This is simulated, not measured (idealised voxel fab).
The following process module bears the name voxel transistor to metal.
Xsec cut, 260 nm wide, square cell size 5 nm.
When this document writes out a cross-section, it uses a grid of square cells and lists it as bands, beginning at the top and moving down, with a band standing for one or more rows of cells. Basically the band line says how high the top is and how high the bottom is, in nm, and then what's in it from left to right, every material with its width in nm. Empty space shows up as "blank", and if a single material carries "everywhere" it runs the full band edge to edge. Ref level 0: as-received wafer is one material below here. Bottom band extends down with no lower bound ("0 -> down"). Top row gets the first number, bottom row gets the second, and each row in between changes by the same step: that is how a band width like "30->40" works. "nothing altered" after a step means that no cell of the cross-section changed. Closed-off voids of 8+ cells (no open route to the top) go in "Trapped void list", written width x height at distance from the left edge, in nm. Formally, on a step line, whatever follows the settings is a remark that the simulator itself makes on the step. overlay nm: how far to the right of its planned place the mask lay on this masked step (negative: to the left). Every pair from here on: before one process step, after it. The after cross-section reaches only to the lowest band that changed. Below the pair: the step in between and its settings. Pairs can belong to different runs of this module on the same starting wafer; a pair carries on from the pair above only if the entry headed "Before processing" says so.
Before processing
- 55 -> 45 = SiO2 (25)  TiN (5)  Ru (5)  TiN (5)  SiO2 (50)  TiN (5)  Ru (5)  TiN (5)  SiO2 (50)  TiN (5)  Ru (5)  TiN (5)  SiO2 (50)  TiN (5)  Ru (5)  TiN (5)  SiO2 (25)
- 45 -> 30 = SiO2 (25)  TiN (5)  Ru (5)  TiN (5)  SiN (10)  SiO2 (5)  SiCN (20)  SiO2 (5)  SiN (10)  TiN (5)  Ru (5)  TiN (5)  SiO2 (50)  TiN (5)  Ru (5)  TiN (5)  SiN (10)  SiO2 (5)  SiCN (20)  SiO2 (5)  SiN (10)  TiN (5)  Ru (5)  TiN (5)  SiO2 (25)
- 30 -> 20 = SiO2 (25)  TiN (5)  Ru (5)  TiN (5)  SiN (10)  SiO2 (5)  polySi (20)  SiO2 (5)  SiN (10)  TiN (5)  Ru (5)  TiN (5)  SiO2 (50)  TiN (5)  Ru (5)  TiN (5)  SiN (10)  SiO2 (5)  polySi (20)  SiO2 (5)  SiN (10)  TiN (5)  Ru (5)  TiN (5)  SiO2 (25)
- 20 -> 15 = SiO2 (25)  TiN (15)  SiN (10)  SiO2 (5)  polySi (20)  SiO2 (5)  SiN (10)  TiN (15)  SiO2 (50)  TiN (15)  SiN (10)  SiO2 (5)  polySi (20)  SiO2 (5)  SiN (10)  TiN (15)  SiO2 (25)
- 15 -> 0 = SiO2 (20)  pSi (20)  SiN (10)  SiO2 (5)  polySi (20)  SiO2 (5)  SiN (10)  pSi (20)  SiO2 (40)  pSi (20)  SiN (10)  SiO2 (5)  polySi (20)  SiO2 (5)  SiN (10)  pSi (20)  SiO2 (20)
- 0 -> -5 = SiO2 (15)  pSi (25)  SiO2 (50)  pSi (25)  SiO2 (30)  pSi (25)  SiO2 (50)  pSi (25)  SiO2 (15)
- -5 -> -20 = SiO2 (20)  pSi (20)  Si (50)  pSi (20)  SiO2 (40)  pSi (20)  Si (50)  pSi (20)  SiO2 (20)
- -20 -> -30 = SiO2 (20)  Si (90)  SiO2 (40)  Si (90)  SiO2 (20)
- -30 -> down = Si everywhere
- Trapped void list: none
Post-Process View
- 70 -> 55 = lowk everywhere
- Lower than 55, everything is as it was.
- Trapped void list: none
Which step turns the before cross-section above into the after cross-section? DIRECTIONAL_DEP with material lowk, thk nm 15
Before processing: The initial state for this step is given by the after cross-section of the immediately preceding pair.
Post-Process View
- 75 -> 70 = SiCN everywhere
- Lower than 70, everything is as it was.
- Trapped void list: none
Which step turns the before cross-section above into the after cross-section? CONFORMAL_DEP with material SiCN, thk nm 5
Before processing: The initial state for this step is given by the after cross-section of the immediately preceding pair.
Post-Process View
- 90 -> 75 = aC everywhere
- Lower than 75, everything is as it was.
- Trapped void list: none
Which step turns the before cross-section above into the after cross-section? DIRECTIONAL_DEP with material aC, thk nm 15
Before processing: The initial state for this step is given by the after cross-section of the immediately preceding pair.
Post-Process View
- 120 -> 90 = resist (25)  blank (15)  resist (50)  blank (15)  resist (50)  blank (15)  resist (50)  blank (15)  resist (25)
- Lower than 90, everything is as it was.
- Trapped void list: none
Which step turns the before cross-section above into the after cross-section? PATTERN with tone open, mask id METAL_1, material resist, width nm 15, pitch nm 65, thk nm 30, overlay nm 0
Before processing: The initial state for this step is given by the after cross-section of the immediately preceding pair.
Post-Process View
- 105 -> 90 = resist (25)  blank (15)  resist (50)  blank (15)  resist (50)  blank (15)  resist (50)  blank (15)  resist (25)
- 90 -> 75 = aC (25)  blank (15)  aC (50)  blank (15)  aC (50)  blank (15)  aC (50)  blank (15)  aC (25)
- Lower than 75, everything is as it was.
- Trapped void list: none
Which step turns the before cross-section above into the after cross-section? DIRECTIONAL_ETCH with etch materials aC, depth nm 15
Before processing: The initial state for this step is given by the after cross-section of the immediately preceding pair.
Post-Process View
- 90 -> 75 = aC (25)  blank (15)  aC (50)  blank (15)  aC (50)  blank (15)  aC (50)  blank (15)  aC (25)
- Lower than 75, everything is as it was.
- Trapped void list: none
Which step turns the before cross-section above into the after cross-section? STRIP with etch materials resist
Before processing: The initial state for this step is given by the after cross-section of the immediately preceding pair.
Post-Process View
- 90 -> 75 = aC (25)  blank (15)  aC (50)  blank (15)  aC (50)  blank (15)  aC (50)  blank (15)  aC (25)
- 75 -> 70 = SiCN (25)  blank (15)  SiCN (50)  blank (15)  SiCN (50)  blank (15)  SiCN (50)  blank (15)  SiCN (25)
- Lower than 70, everything is as it was.
- Trapped void list: none
Which step turns the before cross-section above into the after cross-section? DIRECTIONAL_ETCH with etch materials SiCN, depth nm 5
Before processing: The initial state for this step is given by the after cross-section of the immediately preceding pair.
Post-Process View
- 75 -> 70 = SiCN (25)  blank (15)  SiCN (50)  blank (15)  SiCN (50)  blank (15)  SiCN (50)  blank (15)  SiCN (25)
- Lower than 70, everything is as it was.
- Trapped void list: none
Which step turns the before cross-section above into the after cross-section? STRIP with etch materials aC
Before processing: The initial state for this step is given by the after cross-section of the immediately preceding pair.
Post-Process View
- 80 -> 75 = TiN (30)  blank (5)  TiN (60)  blank (5)  TiN (60)  blank (5)  TiN (60)  blank (5)  TiN (30)
- 75 -> 70 = SiCN (25)  TiN (15)  SiCN (50)  TiN (15)  SiCN (50)  TiN (15)  SiCN (50)  TiN (15)  SiCN (25)
- Lower than 70, everything is as it was.
- Trapped void list: none
Which step turns the before cross-section above into the after cross-section? CONFORMAL_DEP with material TiN, thk nm 5
Before processing: The initial state for this step is given by the after cross-section of the immediately preceding pair.
Post-Process View
- 90 -> 80 = W everywhere
- 80 -> 75 = TiN (30)  W (5)  TiN (60)  W (5)  TiN (60)  W (5)  TiN (60)  W (5)  TiN (30)
- Lower than 75, everything is as it was.
- Trapped void list: none
Which step turns the before cross-section above into the after cross-section? FILL_DEP with material W, thk nm 10
Before processing: The initial state for this step is given by the after cross-section of the immediately preceding pair.
Post-Process View
- 75 -> 70 = SiCN (25)  TiN (15)  SiCN (50)  TiN (15)  SiCN (50)  TiN (15)  SiCN (50)  TiN (15)  SiCN (25)
- Lower than 70, everything is as it was.
- Trapped void list: none
Which step turns the before cross-section above into the after cross-section? CMP with height nm 75
Before processing: The initial state for this step is given by the after cross-section of the immediately preceding pair.
Post-Process View
- 80 -> 75 = blank (20)  Ru (25)  blank (40)  Ru (25)  blank (40)  Ru (25)  blank (40)  Ru (25)  blank (20)
- Lower than 75, everything is as it was.
- Trapped void list: none
Which step turns the before cross-section above into the after cross-section? EPI with material Ru, thk nm 5
Before processing: The initial state for this step is given by the after cross-section of the immediately preceding pair.
Post-Process View
- 85 -> 80 = SiCN everywhere
- 80 -> 75 = SiCN (20)  Ru (25)  SiCN (40)  Ru (25)  SiCN (40)  Ru (25)  SiCN (40)  Ru (25)  SiCN (20)
- Lower than 75, everything is as it was.
- Trapped void list: none
Which step turns the before cross-section above into the after cross-section? FILL_DEP with material SiCN, thk nm 5
Before processing
- 30 -> 0 = polySi everywhere
- 0 -> -5 = SiO2 everywhere
- -5 -> -30 = SiO2 (20)  Si (90)  SiO2 (40)  Si (90)  SiO2 (20)
- -30 -> down = Si everywhere
- Trapped void list: none
Post-Process View
- 35 -> 30 = SiCN everywhere
- Lower than 30, everything is as it was.
- Trapped void list: none
Which step turns the before cross-section above into the after cross-section? DIRECTIONAL_DEP with material SiCN, thk nm 5
Before processing: The initial state for this step is given by the after cross-section of the immediately preceding pair.
Post-Process View
- 50 -> 35 = blank (55)  resist (20)  blank (110)  resist (20)  blank (55)
- Lower than 35, everything is as it was.
- Trapped void list: none
Which step turns the before cross-section above into the after cross-section? PATTERN with tone cover, mask id GATE, material resist, width nm 20, pitch nm 130, thk nm 15, overlay nm 0
Before processing: The initial state for this step is given by the after cross-section of the immediately preceding pair.
Post-Process View
- 50 -> 35 = blank (55)  resist (20)  blank (110)  resist (20)  blank (55)
- 35 -> 30 = blank (55)  SiCN (20)  blank (110)  SiCN (20)  blank (55)
- Lower than 30, everything is as it was.
- Trapped void list: none
Which step turns the before cross-section above into the after cross-section? DIRECTIONAL_ETCH with etch materials SiCN, depth nm 25
Before processing: The initial state for this step is given by the after cross-section of the immediately preceding pair.
Post-Process View
- 50 -> 35 = blank (55)  resist (20)  blank (110)  resist (20)  blank (55)
- 35 -> 30 = blank (55)  SiCN (20)  blank (110)  SiCN (20)  blank (55)
- 30 -> 0 = blank (55)  polySi (20)  blank (110)  polySi (20)  blank (55)
- Lower than 0, everything is as it was.
- Trapped void list: none
Which step turns the before cross-section above into the after cross-section? DIRECTIONAL_ETCH with etch materials polySi, depth nm 40
Before processing: The initial state for this step is given by the after cross-section of the immediately preceding pair.
Post-Process View
- 35 -> 30 = blank (55)  SiCN (20)  blank (110)  SiCN (20)  blank (55)
- Lower than 30, everything is as it was.
- Trapped void list: none
Which step turns the before cross-section above into the after cross-section? STRIP with etch materials resist
Before processing: The initial state for this step is given by the after cross-section of the immediately preceding pair.
Post-Process View
- 40 -> 35 = blank (50)  SiO2 (30)  blank (100)  SiO2 (30)  blank (50)
- 35 -> 30 = blank (50)  SiO2 (5)  SiCN (20)  SiO2 (5)  blank (100)  SiO2 (5)  SiCN (20)  SiO2 (5)  blank (50)
- 30 -> 5 = blank (50)  SiO2 (5)  polySi (20)  SiO2 (5)  blank (100)  SiO2 (5)  polySi (20)  SiO2 (5)  blank (50)
- 5 -> 0 = SiO2 (55)  polySi (20)  SiO2 (110)  polySi (20)  SiO2 (55)
- Lower than 0, everything is as it was.
- Trapped void list: none
Which step turns the before cross-section above into the after cross-section? CONFORMAL_DEP with material SiO2, thk nm 5
Before processing: The initial state for this step is given by the after cross-section of the immediately preceding pair.
Post-Process View
- 35 -> 30 = blank (50)  SiO2 (5)  SiCN (20)  SiO2 (5)  blank (100)  SiO2 (5)  SiCN (20)  SiO2 (5)  blank (50)
- 30 -> 0 = blank (50)  SiO2 (5)  polySi (20)  SiO2 (5)  blank (100)  SiO2 (5)  polySi (20)  SiO2 (5)  blank (50)
- Lower than 0, everything is as it was.
- Trapped void list: none
Which step turns the before cross-section above into the after cross-section? DIRECTIONAL_ETCH with etch materials SiO2, depth nm 5
Before processing: The initial state for this step is given by the after cross-section of the immediately preceding pair.
Post-Process View
- 45 -> 35 = blank (40)  SiN (50)  blank (80)  SiN (50)  blank (40)
- 35 -> 30 = blank (40)  SiN (10)  SiO2 (5)  SiCN (20)  SiO2 (5)  SiN (10)  blank (80)  SiN (10)  SiO2 (5)  SiCN (20)  SiO2 (5)  SiN (10)  blank (40)
- 30 -> 10 = blank (40)  SiN (10)  SiO2 (5)  polySi (20)  SiO2 (5)  SiN (10)  blank (80)  SiN (10)  SiO2 (5)  polySi (20)  SiO2 (5)  SiN (10)  blank (40)
- 10 -> 0 = SiN (50)  SiO2 (5)  polySi (20)  SiO2 (5)  SiN (100)  SiO2 (5)  polySi (20)  SiO2 (5)  SiN (50)
- Lower than 0, everything is as it was.
- Trapped void list: none
Which step turns the before cross-section above into the after cross-section? CONFORMAL_DEP with material SiN, thk nm 10
Before processing: The initial state for this step is given by the after cross-section of the immediately preceding pair.
Post-Process View
- 35 -> 30 = blank (40)  SiN (10)  SiO2 (5)  SiCN (20)  SiO2 (5)  SiN (10)  blank (80)  SiN (10)  SiO2 (5)  SiCN (20)  SiO2 (5)  SiN (10)  blank (40)
- 30 -> 0 = blank (40)  SiN (10)  SiO2 (5)  polySi (20)  SiO2 (5)  SiN (10)  blank (80)  SiN (10)  SiO2 (5)  polySi (20)  SiO2 (5)  SiN (10)  blank (40)
- Lower than 0, everything is as it was.
- Trapped void list: none
Which step turns the before cross-section above into the after cross-section? DIRECTIONAL_ETCH with etch materials SiN, depth nm 10
Before processing: The initial state for this step is given by the after cross-section of the immediately preceding pair.
Post-Process View
- 35 -> 30 = blank (40)  SiN (10)  blank (5)  SiCN (20)  blank (5)  SiN (10)  blank (80)  SiN (10)  blank (5)  SiCN (20)  blank (5)  SiN (10)  blank (40)
- 30 -> 0 = blank (40)  SiN (10)  SiO2 (5)  polySi (20)  SiO2 (5)  SiN (10)  blank (80)  SiN (10)  SiO2 (5)  polySi (20)  SiO2 (5)  SiN (10)  blank (40)
- 0 -> -5 = blank (40)  SiO2 (50)  blank (80)  SiO2 (50)  blank (40)
- Lower than -5, everything is as it was.
- Trapped void list: none
Which step turns the before cross-section above into the after cross-section? DIRECTIONAL_ETCH with etch materials SiO2, depth nm 5
Before processing: The initial state for this step is given by the after cross-section of the immediately preceding pair.
Post-Process View
- 35 -> 30 = blank (40)  SiN (10)  blank (5)  SiCN (20)  blank (5)  SiN (10)  blank (80)  SiN (10)  blank (5)  SiCN (20)  blank (5)  SiN (10)  blank (40)
- 30 -> 0 = blank (40)  SiN (10)  SiO2 (5)  polySi (20)  SiO2 (5)  SiN (10)  blank (80)  SiN (10)  SiO2 (5)  polySi (20)  SiO2 (5)  SiN (10)  blank (40)
- 0 -> -5 = blank (40)  SiO2 (50)  blank (80)  SiO2 (50)  blank (40)
- -5 -> -20 = SiO2 (20)  blank (20)  Si (50)  blank (20)  SiO2 (40)  blank (20)  Si (50)  blank (20)  SiO2 (20)
- Lower than -20, everything is as it was.
- Trapped void list: none
Which step turns the before cross-section above into the after cross-section? DIRECTIONAL_ETCH with etch materials Si, depth nm 15
Before processing: The initial state for this step is given by the after cross-section of the immediately preceding pair.
Post-Process View
- 35 -> 30 = blank (40)  SiN (10)  blank (5)  SiCN (20)  blank (5)  SiN (10)  blank (80)  SiN (10)  blank (5)  SiCN (20)  blank (5)  SiN (10)  blank (40)
- 30 -> 15 = blank (40)  SiN (10)  SiO2 (5)  polySi (20)  SiO2 (5)  SiN (10)  blank (80)  SiN (10)  SiO2 (5)  polySi (20)  SiO2 (5)  SiN (10)  blank (40)
- 15 -> 0 = blank (20)  pSi (20)  SiN (10)  SiO2 (5)  polySi (20)  SiO2 (5)  SiN (10)  pSi (20)  blank (40)  pSi (20)  SiN (10)  SiO2 (5)  polySi (20)  SiO2 (5)  SiN (10)  pSi (20)  blank (20)
- 0 -> -5 = blank (15)  pSi (25)  SiO2 (50)  pSi (25)  blank (30)  pSi (25)  SiO2 (50)  pSi (25)  blank (15)
- -5 -> -20 = SiO2 (20)  pSi (20)  Si (50)  pSi (20)  SiO2 (40)  pSi (20)  Si (50)  pSi (20)  SiO2 (20)
- Lower than -20, everything is as it was.
- Trapped void list: none
Which step turns the before cross-section above into the after cross-section? EPI with material pSi, thk nm 20
Before processing: The initial state for this step is given by the after cross-section of the immediately preceding pair.
Post-Process View
- 45 -> 35 = SiO2 everywhere
- 35 -> 30 = SiO2 (40)  SiN (10)  SiO2 (5)  SiCN (20)  SiO2 (5)  SiN (10)  SiO2 (80)  SiN (10)  SiO2 (5)  SiCN (20)  SiO2 (5)  SiN (10)  SiO2 (40)
- 30 -> 15 = SiO2 (40)  SiN (10)  SiO2 (5)  polySi (20)  SiO2 (5)  SiN (10)  SiO2 (80)  SiN (10)  SiO2 (5)  polySi (20)  SiO2 (5)  SiN (10)  SiO2 (40)
- 15 -> 0 = SiO2 (20)  pSi (20)  SiN (10)  SiO2 (5)  polySi (20)  SiO2 (5)  SiN (10)  pSi (20)  SiO2 (40)  pSi (20)  SiN (10)  SiO2 (5)  polySi (20)  SiO2 (5)  SiN (10)  pSi (20)  SiO2 (20)
- 0 -> -5 = SiO2 (15)  pSi (25)  SiO2 (50)  pSi (25)  SiO2 (30)  pSi (25)  SiO2 (50)  pSi (25)  SiO2 (15)
- Lower than -5, everything is as it was.
- Trapped void list: none
Which step turns the before cross-section above into the after cross-section? FILL_DEP with material SiO2, thk nm 10
Before processing: The initial state for this step is given by the after cross-section of the immediately preceding pair.
Post-Process View
- 55 -> 35 = SiO2 everywhere
- Lower than 35, everything is as it was.
- Trapped void list: none
Which step turns the before cross-section above into the after cross-section? DIRECTIONAL_DEP with material SiO2, thk nm 10
Before processing: The initial state for this step is given by the after cross-section of the immediately preceding pair.
Post-Process View
- 70 -> 55 = resist (25)  blank (15)  resist (50)  blank (15)  resist (50)  blank (15)  resist (50)  blank (15)  resist (25)
- Lower than 55, everything is as it was.
- Trapped void list: none
Which step turns the before cross-section above into the after cross-section? PATTERN with tone open, mask id CONTACT, material resist, width nm 15, pitch nm 65, thk nm 15, overlay nm 0
Before processing: The initial state for this step is given by the after cross-section of the immediately preceding pair.
Post-Process View
- 70 -> 55 = resist (25)  blank (15)  resist (50)  blank (15)  resist (50)  blank (15)  resist (50)  blank (15)  resist (25)
- 55 -> 35 = SiO2 (25)  blank (15)  SiO2 (50)  blank (15)  SiO2 (50)  blank (15)  SiO2 (50)  blank (15)  SiO2 (25)
- 35 -> 30 = SiO2 (25)  blank (15)  SiN (10)  SiO2 (5)  SiCN (20)  SiO2 (5)  SiN (10)  blank (15)  SiO2 (50)  blank (15)  SiN (10)  SiO2 (5)  SiCN (20)  SiO2 (5)  SiN (10)  blank (15)  SiO2 (25)
- 30 -> 15 = SiO2 (25)  blank (15)  SiN (10)  SiO2 (5)  polySi (20)  SiO2 (5)  SiN (10)  blank (15)  SiO2 (50)  blank (15)  SiN (10)  SiO2 (5)  polySi (20)  SiO2 (5)  SiN (10)  blank (15)  SiO2 (25)
- Lower than 15, everything is as it was.
- Trapped void list: none
Which step turns the before cross-section above into the after cross-section? DIRECTIONAL_ETCH with etch materials SiO2, depth nm 40
Before processing: The initial state for this step is given by the after cross-section of the immediately preceding pair.
Post-Process View
- 55 -> 35 = SiO2 (25)  blank (15)  SiO2 (50)  blank (15)  SiO2 (50)  blank (15)  SiO2 (50)  blank (15)  SiO2 (25)
- Lower than 35, everything is as it was.
- Trapped void list: none
Which step turns the before cross-section above into the after cross-section? STRIP with etch materials resist
Before processing: The initial state for this step is given by the after cross-section of the immediately preceding pair.
Post-Process View
- 60 -> 55 = TiN (30)  blank (5)  TiN (60)  blank (5)  TiN (60)  blank (5)  TiN (60)  blank (5)  TiN (30)
- 55 -> 35 = SiO2 (25)  TiN (5)  blank (5)  TiN (5)  SiO2 (50)  TiN (5)  blank (5)  TiN (5)  SiO2 (50)  TiN (5)  blank (5)  TiN (5)  SiO2 (50)  TiN (5)  blank (5)  TiN (5)  SiO2 (25)
- 35 -> 30 = SiO2 (25)  TiN (5)  blank (5)  TiN (5)  SiN (10)  SiO2 (5)  SiCN (20)  SiO2 (5)  SiN (10)  TiN (5)  blank (5)  TiN (5)  SiO2 (50)  TiN (5)  blank (5)  TiN (5)  SiN (10)  SiO2 (5)  SiCN (20)  SiO2 (5)  SiN (10)  TiN (5)  blank (5)  TiN (5)  SiO2 (25)
- 30 -> 20 = SiO2 (25)  TiN (5)  blank (5)  TiN (5)  SiN (10)  SiO2 (5)  polySi (20)  SiO2 (5)  SiN (10)  TiN (5)  blank (5)  TiN (5)  SiO2 (50)  TiN (5)  blank (5)  TiN (5)  SiN (10)  SiO2 (5)  polySi (20)  SiO2 (5)  SiN (10)  TiN (5)  blank (5)  TiN (5)  SiO2 (25)
- 20 -> 15 = SiO2 (25)  TiN (15)  SiN (10)  SiO2 (5)  polySi (20)  SiO2 (5)  SiN (10)  TiN (15)  SiO2 (50)  TiN (15)  SiN (10)  SiO2 (5)  polySi (20)  SiO2 (5)  SiN (10)  TiN (15)  SiO2 (25)
- Lower than 15, everything is as it was.
- Trapped void list: none
Which step turns the before cross-section above into the after cross-section? CONFORMAL_DEP with material TiN, thk nm 5
Before processing: The initial state for this step is given by the after cross-section of the immediately preceding pair.
Post-Process View
- 65 -> 60 = Ru everywhere
- 60 -> 55 = TiN (30)  Ru (5)  TiN (60)  Ru (5)  TiN (60)  Ru (5)  TiN (60)  Ru (5)  TiN (30)
- 55 -> 35 = SiO2 (25)  TiN (5)  Ru (5)  TiN (5)  SiO2 (50)  TiN (5)  Ru (5)  TiN (5)  SiO2 (50)  TiN (5)  Ru (5)  TiN (5)  SiO2 (50)  TiN (5)  Ru (5)  TiN (5)  SiO2 (25)
- 35 -> 30 = SiO2 (25)  TiN (5)  Ru (5)  TiN (5)  SiN (10)  SiO2 (5)  SiCN (20)  SiO2 (5)  SiN (10)  TiN (5)  Ru (5)  TiN (5)  SiO2 (50)  TiN (5)  Ru (5)  TiN (5)  SiN (10)  SiO2 (5)  SiCN (20)  SiO2 (5)  SiN (10)  TiN (5)  Ru (5)  TiN (5)  SiO2 (25)
- 30 -> 20 = SiO2 (25)  TiN (5)  Ru (5)  TiN (5)  SiN (10)  SiO2 (5)  polySi (20)  SiO2 (5)  SiN (10)  TiN (5)  Ru (5)  TiN (5)  SiO2 (50)  TiN (5)  Ru (5)  TiN (5)  SiN (10)  SiO2 (5)  polySi (20)  SiO2 (5)  SiN (10)  TiN (5)  Ru (5)  TiN (5)  SiO2 (25)
- Lower than 20, everything is as it was.
- Trapped void list: none
Which step turns the before cross-section above into the after cross-section? FILL_DEP with material Ru, thk nm 5
Before processing: The initial state for this step is given by the after cross-section of the immediately preceding pair.
Post-Process View
- 55 -> 35 = SiO2 (25)  TiN (5)  Ru (5)  TiN (5)  SiO2 (50)  TiN (5)  Ru (5)  TiN (5)  SiO2 (50)  TiN (5)  Ru (5)  TiN (5)  SiO2 (50)  TiN (5)  Ru (5)  TiN (5)  SiO2 (25)
- Lower than 35, everything is as it was.
- Trapped void list: none
Which step turns the before cross-section above into the after cross-section? CMP with height nm 55
Before processing: The initial state for this step is given by the after cross-section of the immediately preceding pair.
Post-Process View
- 60 -> 55 = SiCN everywhere
- Lower than 55, everything is as it was.
- Trapped void list: none
Which step turns the before cross-section above into the after cross-section? CONFORMAL_DEP with material SiCN, thk nm 5
Before processing: The initial state for this step is given by the after cross-section of the immediately preceding pair.
Post-Process View
- 75 -> 60 = lowk everywhere
- Lower than 60, everything is as it was.
- Trapped void list: none
Which step turns the before cross-section above into the after cross-section? DIRECTIONAL_DEP with material lowk, thk nm 15
Before processing: The initial state for this step is given by the after cross-section of the immediately preceding pair.
Post-Process View
- 90 -> 75 = aC everywhere
- Lower than 75, everything is as it was.
- Trapped void list: none
Which step turns the before cross-section above into the after cross-section? DIRECTIONAL_DEP with material aC, thk nm 15
Before processing: The initial state for this step is given by the after cross-section of the immediately preceding pair.
Post-Process View
- 120 -> 90 = resist (25)  blank (15)  resist (50)  blank (15)  resist (50)  blank (15)  resist (50)  blank (15)  resist (25)
- Lower than 90, everything is as it was.
- Trapped void list: none
Which step turns the before cross-section above into the after cross-section? PATTERN with tone open, mask id METAL_1, material resist, width nm 15, pitch nm 65, thk nm 30, overlay nm 0
Before processing: The initial state for this step is given by the after cross-section of the immediately preceding pair.
Post-Process View
- 105 -> 90 = resist (25)  blank (15)  resist (50)  blank (15)  resist (50)  blank (15)  resist (50)  blank (15)  resist (25)
- 90 -> 75 = aC (25)  blank (15)  aC (50)  blank (15)  aC (50)  blank (15)  aC (50)  blank (15)  aC (25)
- Lower than 75, everything is as it was.
- Trapped void list: none
Which step turns the before cross-section above into the after cross-section? DIRECTIONAL_ETCH with etch materials aC, depth nm 15
Before processing: The initial state for this step is given by the after cross-section of the immediately preceding pair.
Post-Process View
- 90 -> 75 = aC (25)  blank (15)  aC (50)  blank (15)  aC (50)  blank (15)  aC (50)  blank (15)  aC (25)
- Lower than 75, everything is as it was.
- Trapped void list: none
Which step turns the before cross-section above into the after cross-section? STRIP with etch materials resist
Before processing: The initial state for this step is given by the after cross-section of the immediately preceding pair.
Post-Process View
- 90 -> 75 = aC (25)  blank (15)  aC (50)  blank (15)  aC (50)  blank (15)  aC (50)  blank (15)  aC (25)
- 75 -> 60 = lowk (25)  blank (15)  lowk (50)  blank (15)  lowk (50)  blank (15)  lowk (50)  blank (15)  lowk (25)
- Lower than 60, everything is as it was.
- Trapped void list: none
Which step turns the before cross-section above into the after cross-section? DIRECTIONAL_ETCH with etch materials lowk, depth nm 15
Before processing: The initial state for this step is given by the after cross-section of the immediately preceding pair.
Post-Process View
- 90 -> 75 = aC (25)  blank (15)  aC (50)  blank (15)  aC (50)  blank (15)  aC (50)  blank (15)  aC (25)
- 75 -> 60 = lowk (25)  blank (15)  lowk (50)  blank (15)  lowk (50)  blank (15)  lowk (50)  blank (15)  lowk (25)
- 60 -> 55 = SiCN (25)  blank (15)  SiCN (50)  blank (15)  SiCN (50)  blank (15)  SiCN (50)  blank (15)  SiCN (25)
- Lower than 55, everything is as it was.
- Trapped void list: none
Which step turns the before cross-section above into the after cross-section? DIRECTIONAL_ETCH with etch materials SiCN, depth nm 5
Before processing: The initial state for this step is given by the after cross-section of the immediately preceding pair.
Post-Process View
- 75 -> 60 = lowk (25)  blank (15)  lowk (50)  blank (15)  lowk (50)  blank (15)  lowk (50)  blank (15)  lowk (25)
- Lower than 60, everything is as it was.
- Trapped void list: none
Which step turns the before cross-section above into the after cross-section? STRIP with etch materials aC
Before processing: The initial state for this step is given by the after cross-section of the immediately preceding pair.
Post-Process View
- 80 -> 75 = TiN (30)  blank (5)  TiN (60)  blank (5)  TiN (60)  blank (5)  TiN (60)  blank (5)  TiN (30)
- 75 -> 60 = lowk (25)  TiN (5)  blank (5)  TiN (5)  lowk (50)  TiN (5)  blank (5)  TiN (5)  lowk (50)  TiN (5)  blank (5)  TiN (5)  lowk (50)  TiN (5)  blank (5)  TiN (5)  lowk (25)
- 60 -> 55 = SiCN (25)  TiN (15)  SiCN (50)  TiN (15)  SiCN (50)  TiN (15)  SiCN (50)  TiN (15)  SiCN (25)
- Lower than 55, everything is as it was.
- Trapped void list: none
Which step turns the before cross-section above into the after cross-section? CONFORMAL_DEP with material TiN, thk nm 5
Before processing: The initial state for this step is given by the after cross-section of the immediately preceding pair.
Post-Process View
- 90 -> 80 = W everywhere
- 80 -> 75 = TiN (30)  W (5)  TiN (60)  W (5)  TiN (60)  W (5)  TiN (60)  W (5)  TiN (30)
- 75 -> 60 = lowk (25)  TiN (5)  W (5)  TiN (5)  lowk (50)  TiN (5)  W (5)  TiN (5)  lowk (50)  TiN (5)  W (5)  TiN (5)  lowk (50)  TiN (5)  W (5)  TiN (5)  lowk (25)
- Lower than 60, everything is as it was.
- Trapped void list: none
Which step turns the before cross-section above into the after cross-section? FILL_DEP with material W, thk nm 10
Before processing: The initial state for this step is given by the after cross-section of the immediately preceding pair.
Post-Process View
- 75 -> 60 = lowk (25)  TiN (5)  W (5)  TiN (5)  lowk (50)  TiN (5)  W (5)  TiN (5)  lowk (50)  TiN (5)  W (5)  TiN (5)  lowk (50)  TiN (5)  W (5)  TiN (5)  lowk (25)
- Lower than 60, everything is as it was.
- Trapped void list: none
Which step turns the before cross-section above into the after cross-section? CMP with height nm 75
Before processing: The initial state for this step is given by the after cross-section of the immediately preceding pair.
Post-Process View
- 80 -> 75 = blank (20)  Ru (25)  blank (40)  Ru (25)  blank (40)  Ru (25)  blank (40)  Ru (25)  blank (20)
- Lower than 75, everything is as it was.
- Trapped void list: none
Which step turns the before cross-section above into the after cross-section? EPI with material Ru, thk nm 5
Before processing: The initial state for this step is given by the after cross-section of the immediately preceding pair.
Post-Process View
- 85 -> 80 = SiCN everywhere
- 80 -> 75 = SiCN (20)  Ru (25)  SiCN (40)  Ru (25)  SiCN (40)  Ru (25)  SiCN (40)  Ru (25)  SiCN (20)
- Lower than 75, everything is as it was.
- Trapped void list: none
Which step turns the before cross-section above into the after cross-section? FILL_DEP with material SiCN, thk nm 5
Before processing
- 55 -> 45 = SiO2 everywhere
- 45 -> 30 = SiO2 (40)  SiN (10)  SiO2 (5)  SiCN (20)  SiO2 (5)  SiN (10)  SiO2 (80)  SiN (10)  SiO2 (5)  SiCN (20)  SiO2 (5)  SiN (10)  SiO2 (40)
- 30 -> 15 = SiO2 (40)  SiN (10)  SiO2 (5)  polySi (20)  SiO2 (5)  SiN (10)  SiO2 (80)  SiN (10)  SiO2 (5)  polySi (20)  SiO2 (5)  SiN (10)  SiO2 (40)
- 15 -> 0 = SiO2 (20)  pSi (20)  SiN (10)  SiO2 (5)  polySi (20)  SiO2 (5)  SiN (10)  pSi (20)  SiO2 (40)  pSi (20)  SiN (10)  SiO2 (5)  polySi (20)  SiO2 (5)  SiN (10)  pSi (20)  SiO2 (20)
- 0 -> -5 = SiO2 (15)  pSi (25)  SiO2 (50)  pSi (25)  SiO2 (30)  pSi (25)  SiO2 (50)  pSi (25)  SiO2 (15)
- -5 -> -20 = SiO2 (20)  pSi (20)  Si (50)  pSi (20)  SiO2 (40)  pSi (20)  Si (50)  pSi (20)  SiO2 (20)
- -20 -> -30 = SiO2 (20)  Si (90)  SiO2 (40)  Si (90)  SiO2 (20)
- -30 -> down = Si everywhere
- Trapped void list: none
Post-Process View
- 70 -> 55 = resist (25)  blank (20)  resist (45)  blank (20)  resist (45)  blank (20)  resist (45)  blank (20)  resist (20)
- Lower than 55, everything is as it was.
- Trapped void list: none
Which step turns the before cross-section above into the after cross-section? PATTERN with tone open, mask id CONTACT, material resist, width nm 20, pitch nm 65, thk nm 15, overlay nm 0
